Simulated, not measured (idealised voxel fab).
The following is a process module called voxel transistor to metal.
Section cut is 290 nm wide and gridded with 5 nm square cells.
If you're reading a cross-section in this doc, picture square cells in a grid; it comes to you as bands, top ones listed first down to the bottom, and a band can be one or more rows of cells. For a band, the entry starts with two heights in nm, that of the top and then that of the bottom, and carries on with the band's materials in order from left to right, each alongside its width in nm; the word "everywhere" beside a single material means it fills the band edge to edge, and "blank" means empty space. Heights are expressed relative to 0, this being the level below which the as-received wafer comprises one material exclusively. The lowest band is unbounded in the downward direction and is denoted as in "z 0 and below". Read "30..40" as a graded width: first number on top, second number at the bottom, same change between each pair of neighbouring rows. Where a step carries "remained the same", the cross-section came out of it unchanged, cell for cell. Enclosed voids (no open way to top), threshold 8 cells or more, entry "Trapped cavities", notation width x height at distance, distance from left edge, nm. after a step's settings: what the simulator itself notes on the step. Among the settings permitted on a step's line is "overlay nm"; applied to a step with a mask, it specifies the extent to which the mask lay to the right of its planned position, whereas a negative figure signifies a position to the left. What follows is a series of pairs. Each pair shows a cross-section before one process step and the cross-section after it, and the after view is drawn only down to the lowest band that changed. Beneath each pair is the step that lies between the two, with its settings. Pairs may come from different runs of this module on the same starting wafer, so a pair continues from the one above it only where its entry headed "Prior state" says so.

-- Prior state
z 45 to 40  TiN 40 nm, then blank 10 nm, then TiN 65 nm, then blank 10 nm, then TiN 40 nm, then blank 10 nm, then TiN 65 nm, then blank 10 nm, then TiN 40 nm
z 40 to 25  SiO2 35 nm, then TiN 5 nm, then blank 10 nm, then TiN 5 nm, then SiO2 55 nm, then TiN 5 nm, then blank 10 nm, then TiN 5 nm, then SiO2 30 nm, then TiN 5 nm, then blank 10 nm, then TiN 5 nm, then SiO2 55 nm, then TiN 5 nm, then blank 10 nm, then TiN 5 nm, then SiO2 35 nm
z 25 to 15  SiO2 35 nm, then TiN 5 nm, then blank 10 nm, then TiN 5 nm, then SiN 10 nm, then SiO2 5 nm, then polySi 25 nm, then SiO2 5 nm, then SiN 10 nm, then TiN 5 nm, then blank 10 nm, then TiN 5 nm, then SiO2 30 nm, then TiN 5 nm, then blank 10 nm, then TiN 5 nm, then SiN 10 nm, then SiO2 5 nm, then polySi 25 nm, then SiO2 5 nm, then SiN 10 nm, then TiN 5 nm, then blank 10 nm, then TiN 5 nm, then SiO2 35 nm
z 15 to 10  SiO2 35 nm, then TiN 20 nm, then SiN 10 nm, then SiO2 5 nm, then polySi 25 nm, then SiO2 5 nm, then SiN 10 nm, then TiN 20 nm, then SiO2 30 nm, then TiN 20 nm, then SiN 10 nm, then SiO2 5 nm, then polySi 25 nm, then SiO2 5 nm, then SiN 10 nm, then TiN 20 nm, then SiO2 35 nm
z 10 to -5  SiO2 35 nm, then nSi 20 nm, then SiN 10 nm, then SiO2 5 nm, then polySi 25 nm, then SiO2 5 nm, then SiN 10 nm, then nSi 20 nm, then SiO2 30 nm, then nSi 20 nm, then SiN 10 nm, then SiO2 5 nm, then polySi 25 nm, then SiO2 5 nm, then SiN 10 nm, then nSi 20 nm, then SiO2 35 nm
z -5 to -10  SiO2 30 nm, then nSi 25 nm, then SiO2 55 nm, then nSi 25 nm, then SiO2 20 nm, then nSi 25 nm, then SiO2 55 nm, then nSi 25 nm, then SiO2 30 nm
z -10 to -25  SiO2 35 nm, then nSi 20 nm, then Si 55 nm, then nSi 20 nm, then SiO2 30 nm, then nSi 20 nm, then Si 55 nm, then nSi 20 nm, then SiO2 35 nm
z -25 to -35  SiO2 35 nm, then Si 95 nm, then SiO2 30 nm, then Si 95 nm, then SiO2 35 nm
z -35 and below  Si everywhere
Trapped cavities: none

-- Step Result
z 50 to 45  Ru everywhere
z 45 to 40  TiN 40 nm, then Ru 10 nm, then TiN 65 nm, then Ru 10 nm, then TiN 40 nm, then Ru 10 nm, then TiN 65 nm, then Ru 10 nm, then TiN 40 nm
z 40 to 25  SiO2 35 nm, then TiN 5 nm, then Ru 10 nm, then TiN 5 nm, then SiO2 55 nm, then TiN 5 nm, then Ru 10 nm, then TiN 5 nm, then SiO2 30 nm, then TiN 5 nm, then Ru 10 nm, then TiN 5 nm, then SiO2 55 nm, then TiN 5 nm, then Ru 10 nm, then TiN 5 nm, then SiO2 35 nm
z 25 to 15  SiO2 35 nm, then TiN 5 nm, then Ru 10 nm, then TiN 5 nm, then SiN 10 nm, then SiO2 5 nm, then polySi 25 nm, then SiO2 5 nm, then SiN 10 nm, then TiN 5 nm, then Ru 10 nm, then TiN 5 nm, then SiO2 30 nm, then TiN 5 nm, then Ru 10 nm, then TiN 5 nm, then SiN 10 nm, then SiO2 5 nm, then polySi 25 nm, then SiO2 5 nm, then SiN 10 nm, then TiN 5 nm, then Ru 10 nm, then TiN 5 nm, then SiO2 35 nm
Under the height 15 nothing was changed.
Trapped cavities: none
Relating the two cross-sections above, the step in between is FILL_DEP, material Ru, thk nm 5

Prior state: unchanged from the after cross-section in the pair immediately above; refer to that figure.

-- Step Result
z 40 to 25  SiO2 35 nm, then TiN 5 nm, then Ru 10 nm, then TiN 5 nm, then SiO2 55 nm, then TiN 5 nm, then Ru 10 nm, then TiN 5 nm, then SiO2 30 nm, then TiN 5 nm, then Ru 10 nm, then TiN 5 nm, then SiO2 55 nm, then TiN 5 nm, then Ru 10 nm, then TiN 5 nm, then SiO2 35 nm
Under the height 25 nothing was changed.
Trapped cavities: none
Relating the two cross-sections above, the step in between is CMP, height nm 40

Prior state: unchanged from the after cross-section in the pair immediately above; refer to that figure.

-- Step Result
z 45 to 40  SiCN everywhere
Under the height 40 nothing was changed.
Trapped cavities: none
Relating the two cross-sections above, the step in between is CONFORMAL_DEP, material SiCN, thk nm 5

Prior state: unchanged from the after cross-section in the pair immediately above; refer to that figure.

-- Step Result
z 70 to 45  SiO2 everywhere
Under the height 45 nothing was changed.
Trapped cavities: none
Relating the two cross-sections above, the step in between is DIRECTIONAL_DEP, material SiO2, thk nm 25

Prior state: unchanged from the after cross-section in the pair immediately above; refer to that figure.

-- Step Result
z 80 to 70  aC everywhere
Under the height 70 nothing was changed.
Trapped cavities: none
Relating the two cross-sections above, the step in between is DIRECTIONAL_DEP, material aC, thk nm 10

Prior state: unchanged from the after cross-section in the pair immediately above; refer to that figure.

-- Step Result
z 110 to 80  resist 35 nm, then blank 20 nm, then resist 55 nm, then blank 20 nm, then resist 30 nm, then blank 20 nm, then resist 55 nm, then blank 20 nm, then resist 35 nm
Under the height 80 nothing was changed.
Trapped cavities: none
Relating the two cross-sections above, the step in between is PATTERN, tone open, mask id METAL_1, material resist, width nm 20, thk nm 30, overlay nm 0

Prior state: unchanged from the after cross-section in the pair immediately above; refer to that figure.

-- Step Result
z 100 to 80  resist 35 nm, then blank 20 nm, then resist 55 nm, then blank 20 nm, then resist 30 nm, then blank 20 nm, then resist 55 nm, then blank 20 nm, then resist 35 nm
z 80 to 70  aC 35 nm, then blank 20 nm, then aC 55 nm, then blank 20 nm, then aC 30 nm, then blank 20 nm, then aC 55 nm, then blank 20 nm, then aC 35 nm
Under the height 70 nothing was changed.
Trapped cavities: none
Relating the two cross-sections above, the step in between is DIRECTIONAL_ETCH, etch materials aC, depth nm 10

Prior state: unchanged from the after cross-section in the pair immediately above; refer to that figure.

-- Step Result
z 80 to 70  aC 35 nm, then blank 20 nm, then aC 55 nm, then blank 20 nm, then aC 30 nm, then blank 20 nm, then aC 55 nm, then blank 20 nm, then aC 35 nm
Under the height 70 nothing was changed.
Trapped cavities: none
Relating the two cross-sections above, the step in between is STRIP, etch materials resist

Prior state: unchanged from the after cross-section in the pair immediately above; refer to that figure.

-- Step Result
z 80 to 70  aC 35 nm, then blank 20 nm, then aC 55 nm, then blank 20 nm, then aC 30 nm, then blank 20 nm, then aC 55 nm, then blank 20 nm, then aC 35 nm
z 70 to 45  SiO2 35 nm, then blank 20 nm, then SiO2 55 nm, then blank 20 nm, then SiO2 30 nm, then blank 20 nm, then SiO2 55 nm, then blank 20 nm, then SiO2 35 nm
Under the height 45 nothing was changed.
Trapped cavities: none
Relating the two cross-sections above, the step in between is DIRECTIONAL_ETCH, etch materials SiO2, depth nm 25

Prior state: unchanged from the after cross-section in the pair immediately above; refer to that figure.

-- Step Result
z 80 to 70  aC 35 nm, then blank 20 nm, then aC 55 nm, then blank 20 nm, then aC 30 nm, then blank 20 nm, then aC 55 nm, then blank 20 nm, then aC 35 nm
z 70 to 45  SiO2 35 nm, then blank 20 nm, then SiO2 55 nm, then blank 20 nm, then SiO2 30 nm, then blank 20 nm, then SiO2 55 nm, then blank 20 nm, then SiO2 35 nm
z 45 to 40  SiCN 35 nm, then blank 20 nm, then SiCN 55 nm, then blank 20 nm, then SiCN 30 nm, then blank 20 nm, then SiCN 55 nm, then blank 20 nm, then SiCN 35 nm
Under the height 40 nothing was changed.
Trapped cavities: none
Relating the two cross-sections above, the step in between is DIRECTIONAL_ETCH, etch materials SiCN, depth nm 5

Prior state: unchanged from the after cross-section in the pair immediately above; refer to that figure.

-- Step Result
z 70 to 45  SiO2 35 nm, then blank 20 nm, then SiO2 55 nm, then blank 20 nm, then SiO2 30 nm, then blank 20 nm, then SiO2 55 nm, then blank 20 nm, then SiO2 35 nm
Under the height 45 nothing was changed.
Trapped cavities: none
Relating the two cross-sections above, the step in between is STRIP, etch materials aC

Prior state: unchanged from the after cross-section in the pair immediately above; refer to that figure.

-- Step Result
z 75 to 70  TiN 40 nm, then blank 10 nm, then TiN 65 nm, then blank 10 nm, then TiN 40 nm, then blank 10 nm, then TiN 65 nm, then blank 10 nm, then TiN 40 nm
z 70 to 45  SiO2 35 nm, then TiN 5 nm, then blank 10 nm, then TiN 5 nm, then SiO2 55 nm, then TiN 5 nm, then blank 10 nm, then TiN 5 nm, then SiO2 30 nm, then TiN 5 nm, then blank 10 nm, then TiN 5 nm, then SiO2 55 nm, then TiN 5 nm, then blank 10 nm, then TiN 5 nm, then SiO2 35 nm
z 45 to 40  SiCN 35 nm, then TiN 20 nm, then SiCN 55 nm, then TiN 20 nm, then SiCN 30 nm, then TiN 20 nm, then SiCN 55 nm, then TiN 20 nm, then SiCN 35 nm
Under the height 40 nothing was changed.
Trapped cavities: none
Relating the two cross-sections above, the step in between is CONFORMAL_DEP, material TiN, thk nm 5

Prior state: unchanged from the after cross-section in the pair immediately above; refer to that figure.

-- Step Result
z 85 to 75  Cu everywhere
z 75 to 70  TiN 40 nm, then Cu 10 nm, then TiN 65 nm, then Cu 10 nm, then TiN 40 nm, then Cu 10 nm, then TiN 65 nm, then Cu 10 nm, then TiN 40 nm
z 70 to 45  SiO2 35 nm, then TiN 5 nm, then Cu 10 nm, then TiN 5 nm, then SiO2 55 nm, then TiN 5 nm, then Cu 10 nm, then TiN 5 nm, then SiO2 30 nm, then TiN 5 nm, then Cu 10 nm, then TiN 5 nm, then SiO2 55 nm, then TiN 5 nm, then Cu 10 nm, then TiN 5 nm, then SiO2 35 nm
Under the height 45 nothing was changed.
Trapped cavities: none
Relating the two cross-sections above, the step in between is FILL_DEP, material Cu, thk nm 10

Prior state: unchanged from the after cross-section in the pair immediately above; refer to that figure.

-- Step Result
z 70 to 45  SiO2 35 nm, then TiN 5 nm, then Cu 10 nm, then TiN 5 nm, then SiO2 55 nm, then TiN 5 nm, then Cu 10 nm, then TiN 5 nm, then SiO2 30 nm, then TiN 5 nm, then Cu 10 nm, then TiN 5 nm, then SiO2 55 nm, then TiN 5 nm, then Cu 10 nm, then TiN 5 nm, then SiO2 35 nm
Under the height 45 nothing was changed.
Trapped cavities: none
Relating the two cross-sections above, the step in between is CMP, height nm 70

Prior state: unchanged from the after cross-section in the pair immediately above; refer to that figure.

-- Step Result
z 75 to 70  SiCN everywhere
Under the height 70 nothing was changed.
Trapped cavities: none
Relating the two cross-sections above, the step in between is CONFORMAL_DEP, material SiCN, thk nm 5

Prior state: unchanged from the after cross-section in the pair immediately above; refer to that figure.

-- Step Result
z 100 to 75  SiO2 everywhere
Under the height 75 nothing was changed.
Trapped cavities: none
Relating the two cross-sections above, the step in between is DIRECTIONAL_DEP, material SiO2, thk nm 25

Prior state: unchanged from the after cross-section in the pair immediately above; refer to that figure.

-- Step Result
z 120 to 100  resist 35 nm, then blank 20 nm, then resist 105 nm, then blank 20 nm, then resist 110 nm
Under the height 100 nothing was changed.
Trapped cavities: none
Relating the two cross-sections above, the step in between is PATTERN, tone open, mask id METAL_2, material resist, width nm 20, pitch nm 125, thk nm 20, overlay nm 0

Prior state: unchanged from the after cross-section in the pair immediately above; refer to that figure.

-- Step Result
z 120 to 100  resist 35 nm, then blank 20 nm, then resist 105 nm, then blank 20 nm, then resist 110 nm
z 100 to 85  SiO2 35 nm, then blank 20 nm, then SiO2 105 nm, then blank 20 nm, then SiO2 110 nm
Under the height 85 nothing was changed.
Trapped cavities: none
Relating the two cross-sections above, the step in between is DIRECTIONAL_ETCH, etch materials SiO2, depth nm 15

Prior state: unchanged from the after cross-section in the pair immediately above; refer to that figure.

-- Step Result
z 100 to 85  SiO2 35 nm, then blank 20 nm, then SiO2 105 nm, then blank 20 nm, then SiO2 110 nm
Under the height 85 nothing was changed.
Trapped cavities: none
Relating the two cross-sections above, the step in between is STRIP, etch materials resist

Prior state: unchanged from the after cross-section in the pair immediately above; refer to that figure.

-- Step Result
z 115 to 100  aC 35 nm, then blank 20 nm, then aC 105 nm, then blank 20 nm, then aC 110 nm
z 100 to 85  SiO2 35 nm, then aC 20 nm, then SiO2 105 nm, then aC 20 nm, then SiO2 110 nm
Under the height 85 nothing was changed.
Trapped cavities: none
Relating the two cross-sections above, the step in between is DIRECTIONAL_DEP, material aC, thk nm 15

Prior state: unchanged from the after cross-section in the pair immediately above; refer to that figure.

-- Step Result
z 145 to 115  resist 35 nm, then blank 15 nm, then resist 110 nm, then blank 15 nm, then resist 115 nm
z 115 to 100  aC 35 nm, then blank 15 nm, then resist 5 nm, then aC 105 nm, then blank 15 nm, then resist 5 nm, then aC 110 nm
Under the height 100 nothing was changed.
Trapped cavities: none
Relating the two cross-sections above, the step in between is PATTERN, tone open, mask id METAL_2_HOLES, material resist, width nm 15, pitch nm 125, thk nm 30, overlay nm 0

Prior state: unchanged from the after cross-section in the pair immediately above; refer to that figure.

-- Step Result
z 130 to 115  resist 35 nm, then blank 15 nm, then resist 110 nm, then blank 15 nm, then resist 115 nm
z 115 to 100  aC 35 nm, then blank 15 nm, then resist 5 nm, then aC 105 nm, then blank 15 nm, then resist 5 nm, then aC 110 nm
z 100 to 85  SiO2 35 nm, then blank 15 nm, then aC 5 nm, then SiO2 105 nm, then blank 15 nm, then aC 5 nm, then SiO2 110 nm
Under the height 85 nothing was changed.
Trapped cavities: none
Relating the two cross-sections above, the step in between is DIRECTIONAL_ETCH, etch materials aC, depth nm 15

Prior state: unchanged from the after cross-section in the pair immediately above; refer to that figure.

-- Step Result
z 115 to 100  aC 35 nm, then blank 20 nm, then aC 105 nm, then blank 20 nm, then aC 110 nm
Under the height 100 nothing was changed.
Trapped cavities: none
Relating the two cross-sections above, the step in between is STRIP, etch materials resist

Prior state: unchanged from the after cross-section in the pair immediately above; refer to that figure.

-- Step Result
z 115 to 100  aC 35 nm, then blank 20 nm, then aC 105 nm, then blank 20 nm, then aC 110 nm
z 100 to 85  SiO2 35 nm, then blank 15 nm, then aC 5 nm, then SiO2 105 nm, then blank 15 nm, then aC 5 nm, then SiO2 110 nm
z 85 to 75  SiO2 35 nm, then blank 15 nm, then SiO2 110 nm, then blank 15 nm, then SiO2 115 nm
Under the height 75 nothing was changed.
Trapped cavities: none
Relating the two cross-sections above, the step in between is DIRECTIONAL_ETCH, etch materials SiO2, depth nm 10

Prior state: unchanged from the after cross-section in the pair immediately above; refer to that figure.

-- Step Result
z 115 to 100  aC 35 nm, then blank 20 nm, then aC 105 nm, then blank 20 nm, then aC 110 nm
z 100 to 85  SiO2 35 nm, then blank 15 nm, then aC 5 nm, then SiO2 105 nm, then blank 15 nm, then aC 5 nm, then SiO2 110 nm
z 85 to 75  SiO2 35 nm, then blank 15 nm, then SiO2 110 nm, then blank 15 nm, then SiO2 115 nm
z 75 to 70  SiCN 35 nm, then blank 15 nm, then SiCN 110 nm, then blank 15 nm, then SiCN 115 nm
Under the height 70 nothing was changed.
Trapped cavities: none
Relating the two cross-sections above, the step in between is DIRECTIONAL_ETCH, etch materials SiCN, depth nm 5

Prior state: unchanged from the after cross-section in the pair immediately above; refer to that figure.

-- Step Result
z 100 to 85  SiO2 35 nm, then blank 20 nm, then SiO2 105 nm, then blank 20 nm, then SiO2 110 nm
Under the height 85 nothing was changed.
Trapped cavities: none
Relating the two cross-sections above, the step in between is STRIP, etch materials aC

Prior state: unchanged from the after cross-section in the pair immediately above; refer to that figure.

-- Step Result
z 105 to 100  TiN 40 nm, then blank 10 nm, then TiN 115 nm, then blank 10 nm, then TiN 115 nm
z 100 to 90  SiO2 35 nm, then TiN 5 nm, then blank 10 nm, then TiN 5 nm, then SiO2 105 nm, then TiN 5 nm, then blank 10 nm, then TiN 5 nm, then SiO2 110 nm
z 90 to 85  SiO2 35 nm, then TiN 5 nm, then blank 5 nm, then TiN 10 nm, then SiO2 105 nm, then TiN 5 nm, then blank 5 nm, then TiN 10 nm, then SiO2 110 nm
z 85 to 75  SiO2 35 nm, then TiN 5 nm, then blank 5 nm, then TiN 5 nm, then SiO2 110 nm, then TiN 5 nm, then blank 5 nm, then TiN 5 nm, then SiO2 115 nm
z 75 to 70  SiCN 35 nm, then TiN 15 nm, then SiCN 110 nm, then TiN 15 nm, then SiCN 115 nm
Under the height 70 nothing was changed.
Trapped cavities: none
Relating the two cross-sections above, the step in between is CONFORMAL_DEP, material TiN, thk nm 5

Prior state: unchanged from the after cross-section in the pair immediately above; refer to that figure.

-- Step Result
z 115 to 105  Ru everywhere
z 105 to 100  TiN 40 nm, then Ru 10 nm, then TiN 115 nm, then Ru 10 nm, then TiN 115 nm
z 100 to 90  SiO2 35 nm, then TiN 5 nm, then Ru 10 nm, then TiN 5 nm, then SiO2 105 nm, then TiN 5 nm, then Ru 10 nm, then TiN 5 nm, then SiO2 110 nm
z 90 to 85  SiO2 35 nm, then TiN 5 nm, then Ru 5 nm, then TiN 10 nm, then SiO2 105 nm, then TiN 5 nm, then Ru 5 nm, then TiN 10 nm, then SiO2 110 nm
z 85 to 75  SiO2 35 nm, then TiN 5 nm, then Ru 5 nm, then TiN 5 nm, then SiO2 110 nm, then TiN 5 nm, then Ru 5 nm, then TiN 5 nm, then SiO2 115 nm
Under the height 75 nothing was changed.
Trapped cavities: none
Relating the two cross-sections above, the step in between is FILL_DEP, material Ru, thk nm 10

Prior state: unchanged from the after cross-section in the pair immediately above; refer to that figure.

-- Step Result
z 100 to 90  SiO2 35 nm, then TiN 5 nm, then Ru 10 nm, then TiN 5 nm, then SiO2 105 nm, then TiN 5 nm, then Ru 10 nm, then TiN 5 nm, then SiO2 110 nm
Under the height 90 nothing was changed.
Trapped cavities: none
Relating the two cross-sections above, the step in between is CMP, height nm 100

Prior state: unchanged from the after cross-section in the pair immediately above; refer to that figure.

-- Step Result
z 105 to 100  SiCN everywhere
Under the height 100 nothing was changed.
Trapped cavities: none
Relating the two cross-sections above, the step in between is CONFORMAL_DEP, material SiCN, thk nm 5

-- Prior state
z 40 to 25  SiO2 everywhere
z 25 to 15  SiO2 55 nm, then SiN 10 nm, then SiO2 5 nm, then SiCN 25 nm, then SiO2 5 nm, then SiN 10 nm, then SiO2 70 nm, then SiN 10 nm, then SiO2 5 nm, then SiCN 25 nm, then SiO2 5 nm, then SiN 10 nm, then SiO2 55 nm
z 15 to 10  SiO2 55 nm, then SiN 10 nm, then SiO2 5 nm, then polySi 25 nm, then SiO2 5 nm, then SiN 10 nm, then SiO2 70 nm, then SiN 10 nm, then SiO2 5 nm, then polySi 25 nm, then SiO2 5 nm, then SiN 10 nm, then SiO2 55 nm
z 10 to -5  SiO2 35 nm, then nSi 20 nm, then SiN 10 nm, then SiO2 5 nm, then polySi 25 nm, then SiO2 5 nm, then SiN 10 nm, then nSi 20 nm, then SiO2 30 nm, then nSi 20 nm, then SiN 10 nm, then SiO2 5 nm, then polySi 25 nm, then SiO2 5 nm, then SiN 10 nm, then nSi 20 nm, then SiO2 35 nm
z -5 to -10  SiO2 30 nm, then nSi 25 nm, then SiO2 55 nm, then nSi 25 nm, then SiO2 20 nm, then nSi 25 nm, then SiO2 55 nm, then nSi 25 nm, then SiO2 30 nm
z -10 to -25  SiO2 35 nm, then nSi 20 nm, then Si 55 nm, then nSi 20 nm, then SiO2 30 nm, then nSi 20 nm, then Si 55 nm, then nSi 20 nm, then SiO2 35 nm
z -25 to -35  SiO2 35 nm, then Si 95 nm, then SiO2 30 nm, then Si 95 nm, then SiO2 35 nm
z -35 and below  Si everywhere
Trapped cavities: none

-- Step Result
z 40 to 25  SiO2 35 nm, then blank 25 nm, then SiO2 50 nm, then blank 25 nm, then SiO2 25 nm, then blank 25 nm, then SiO2 50 nm, then blank 25 nm, then SiO2 30 nm
z 25 to 15  SiO2 35 nm, then blank 20 nm, then SiN 10 nm, then SiO2 5 nm, then SiCN 25 nm, then SiO2 5 nm, then SiN 10 nm, then blank 25 nm, then SiO2 25 nm, then blank 20 nm, then SiN 10 nm, then SiO2 5 nm, then SiCN 25 nm, then SiO2 5 nm, then SiN 10 nm, then blank 25 nm, then SiO2 30 nm
z 15 to 10  SiO2 35 nm, then blank 20 nm, then SiN 10 nm, then SiO2 5 nm, then polySi 25 nm, then SiO2 5 nm, then SiN 10 nm, then blank 25 nm, then SiO2 25 nm, then blank 20 nm, then SiN 10 nm, then SiO2 5 nm, then polySi 25 nm, then SiO2 5 nm, then SiN 10 nm, then blank 25 nm, then SiO2 30 nm
Under the height 10 nothing was changed.
Trapped cavities: none
Relating the two cross-sections above, the step in between is MASKED_ETCH, tone open, mask id CONTACT, width nm 25, etch materials SiO2, depth nm 30, overlay nm 0

Prior state: unchanged from the after cross-section in the pair immediately above; refer to that figure.

-- Step Result
z 45 to 40  TiN 40 nm, then blank 15 nm, then TiN 60 nm, then blank 15 nm, then TiN 35 nm, then blank 15 nm, then TiN 60 nm, then blank 15 nm, then TiN 35 nm
z 40 to 30  SiO2 35 nm, then TiN 5 nm, then blank 15 nm, then TiN 5 nm, then SiO2 50 nm, then TiN 5 nm, then blank 15 nm, then TiN 5 nm, then SiO2 25 nm, then TiN 5 nm, then blank 15 nm, then TiN 5 nm, then SiO2 50 nm, then TiN 5 nm, then blank 15 nm, then TiN 5 nm, then SiO2 30 nm
z 30 to 25  SiO2 35 nm, then TiN 5 nm, then blank 10 nm, then TiN 10 nm, then SiO2 50 nm, then TiN 5 nm, then blank 15 nm, then TiN 5 nm, then SiO2 25 nm, then TiN 5 nm, then blank 10 nm, then TiN 10 nm, then SiO2 50 nm, then TiN 5 nm, then blank 15 nm, then TiN 5 nm, then SiO2 30 nm
z 25 to 15  SiO2 35 nm, then TiN 5 nm, then blank 10 nm, then TiN 5 nm, then SiN 10 nm, then SiO2 5 nm, then SiCN 25 nm, then SiO2 5 nm, then SiN 10 nm, then TiN 5 nm, then blank 15 nm, then TiN 5 nm, then SiO2 25 nm, then TiN 5 nm, then blank 10 nm, then TiN 5 nm, then SiN 10 nm, then SiO2 5 nm, then SiCN 25 nm, then SiO2 5 nm, then SiN 10 nm, then TiN 5 nm, then blank 15 nm, then TiN 5 nm, then SiO2 30 nm
z 15 to 10  SiO2 35 nm, then TiN 20 nm, then SiN 10 nm, then SiO2 5 nm, then polySi 25 nm, then SiO2 5 nm, then SiN 10 nm, then TiN 25 nm, then SiO2 25 nm, then TiN 20 nm, then SiN 10 nm, then SiO2 5 nm, then polySi 25 nm, then SiO2 5 nm, then SiN 10 nm, then TiN 25 nm, then SiO2 30 nm
Under the height 10 nothing was changed.
Trapped cavities: none
Relating the two cross-sections above, the step in between is CONFORMAL_DEP, material TiN, thk nm 5

Prior state: unchanged from the after cross-section in the pair immediately above; refer to that figure.

-- Step Result
z 50 to 45  Ru everywhere
z 45 to 40  TiN 40 nm, then Ru 15 nm, then TiN 60 nm, then Ru 15 nm, then TiN 35 nm, then Ru 15 nm, then TiN 60 nm, then Ru 15 nm, then TiN 35 nm
z 40 to 30  SiO2 35 nm, then TiN 5 nm, then Ru 15 nm, then TiN 5 nm, then SiO2 50 nm, then TiN 5 nm, then Ru 15 nm, then TiN 5 nm, then SiO2 25 nm, then TiN 5 nm, then Ru 15 nm, then TiN 5 nm, then SiO2 50 nm, then TiN 5 nm, then Ru 15 nm, then TiN 5 nm, then SiO2 30 nm
z 30 to 25  SiO2 35 nm, then TiN 5 nm, then Ru 10 nm, then TiN 10 nm, then SiO2 50 nm, then TiN 5 nm, then Ru 15 nm, then TiN 5 nm, then SiO2 25 nm, then TiN 5 nm, then Ru 10 nm, then TiN 10 nm, then SiO2 50 nm, then TiN 5 nm, then Ru 15 nm, then TiN 5 nm, then SiO2 30 nm
z 25 to 15  SiO2 35 nm, then TiN 5 nm, then Ru 10 nm, then TiN 5 nm, then SiN 10 nm, then SiO2 5 nm, then SiCN 25 nm, then SiO2 5 nm, then SiN 10 nm, then TiN 5 nm, then Ru 15 nm, then TiN 5 nm, then SiO2 25 nm, then TiN 5 nm, then Ru 10 nm, then TiN 5 nm, then SiN 10 nm, then SiO2 5 nm, then SiCN 25 nm, then SiO2 5 nm, then SiN 10 nm, then TiN 5 nm, then Ru 15 nm, then TiN 5 nm, then SiO2 30 nm
Under the height 15 nothing was changed.
Trapped cavities: none
Relating the two cross-sections above, the step in between is FILL_DEP, material Ru, thk nm 5

Prior state: unchanged from the after cross-section in the pair immediately above; refer to that figure.

-- Step Result
z 40 to 30  SiO2 35 nm, then TiN 5 nm, then Ru 15 nm, then TiN 5 nm, then SiO2 50 nm, then TiN 5 nm, then Ru 15 nm, then TiN 5 nm, then SiO2 25 nm, then TiN 5 nm, then Ru 15 nm, then TiN 5 nm, then SiO2 50 nm, then TiN 5 nm, then Ru 15 nm, then TiN 5 nm, then SiO2 30 nm
Under the height 30 nothing was changed.
Trapped cavities: none
Relating the two cross-sections above, the step in between is CMP, height nm 40

Prior state: unchanged from the after cross-section in the pair immediately above; refer to that figure.

-- Step Result
z 45 to 40  SiCN everywhere
Under the height 40 nothing was changed.
Trapped cavities: none
Relating the two cross-sections above, the step in between is CONFORMAL_DEP, material SiCN, thk nm 5

Prior state: unchanged from the after cross-section in the pair immediately above; refer to that figure.

-- Step Result
z 70 to 45  SiO2 everywhere
Under the height 45 nothing was changed.
Trapped cavities: none
Relating the two cross-sections above, the step in between is DIRECTIONAL_DEP, material SiO2, thk nm 25

Prior state: unchanged from the after cross-section in the pair immediately above; refer to that figure.

-- Step Result
z 80 to 70  aC everywhere
Under the height 70 nothing was changed.
Trapped cavities: none
Relating the two cross-sections above, the step in between is DIRECTIONAL_DEP, material aC, thk nm 10

Prior state: unchanged from the after cross-section in the pair immediately above; refer to that figure.

-- Step Result
z 110 to 80  resist 35 nm, then blank 20 nm, then resist 55 nm, then blank 20 nm, then resist 30 nm, then blank 20 nm, then resist 55 nm, then blank 20 nm, then resist 35 nm
Under the height 80 nothing was changed.
Trapped cavities: none
Relating the two cross-sections above, the step in between is PATTERN, tone open, mask id METAL_1, material resist, width nm 20, thk nm 30, overlay nm 0

Prior state: unchanged from the after cross-section in the pair immediately above; refer to that figure.

-- Step Result
z 100 to 80  resist 35 nm, then blank 20 nm, then resist 55 nm, then blank 20 nm, then resist 30 nm, then blank 20 nm, then resist 55 nm, then blank 20 nm, then resist 35 nm
z 80 to 70  aC 35 nm, then blank 20 nm, then aC 55 nm, then blank 20 nm, then aC 30 nm, then blank 20 nm, then aC 55 nm, then blank 20 nm, then aC 35 nm
Under the height 70 nothing was changed.
Trapped cavities: none
Relating the two cross-sections above, the step in between is DIRECTIONAL_ETCH, etch materials aC, depth nm 10

Prior state: unchanged from the after cross-section in the pair immediately above; refer to that figure.

-- Step Result
z 80 to 70  aC 35 nm, then blank 20 nm, then aC 55 nm, then blank 20 nm, then aC 30 nm, then blank 20 nm, then aC 55 nm, then blank 20 nm, then aC 35 nm
Under the height 70 nothing was changed.
Trapped cavities: none
Relating the two cross-sections above, the step in between is STRIP, etch materials resist

Prior state: unchanged from the after cross-section in the pair immediately above; refer to that figure.

-- Step Result
z 80 to 70  aC 35 nm, then blank 20 nm, then aC 55 nm, then blank 20 nm, then aC 30 nm, then blank 20 nm, then aC 55 nm, then blank 20 nm, then aC 35 nm
z 70 to 45  SiO2 35 nm, then blank 20 nm, then SiO2 55 nm, then blank 20 nm, then SiO2 30 nm, then blank 20 nm, then SiO2 55 nm, then blank 20 nm, then SiO2 35 nm
Under the height 45 nothing was changed.
Trapped cavities: none
Relating the two cross-sections above, the step in between is DIRECTIONAL_ETCH, etch materials SiO2, depth nm 25

Prior state: unchanged from the after cross-section in the pair immediately above; refer to that figure.

-- Step Result
z 80 to 70  aC 35 nm, then blank 20 nm, then aC 55 nm, then blank 20 nm, then aC 30 nm, then blank 20 nm, then aC 55 nm, then blank 20 nm, then aC 35 nm
z 70 to 45  SiO2 35 nm, then blank 20 nm, then SiO2 55 nm, then blank 20 nm, then SiO2 30 nm, then blank 20 nm, then SiO2 55 nm, then blank 20 nm, then SiO2 35 nm
z 45 to 40  SiCN 35 nm, then blank 20 nm, then SiCN 55 nm, then blank 20 nm, then SiCN 30 nm, then blank 20 nm, then SiCN 55 nm, then blank 20 nm, then SiCN 35 nm
Under the height 40 nothing was changed.
Trapped cavities: none
Relating the two cross-sections above, the step in between is DIRECTIONAL_ETCH, etch materials SiCN, depth nm 5

Prior state: unchanged from the after cross-section in the pair immediately above; refer to that figure.

-- Step Result
z 70 to 45  SiO2 35 nm, then blank 20 nm, then SiO2 55 nm, then blank 20 nm, then SiO2 30 nm, then blank 20 nm, then SiO2 55 nm, then blank 20 nm, then SiO2 35 nm
Under the height 45 nothing was changed.
Trapped cavities: none
Relating the two cross-sections above, the step in between is STRIP, etch materials aC
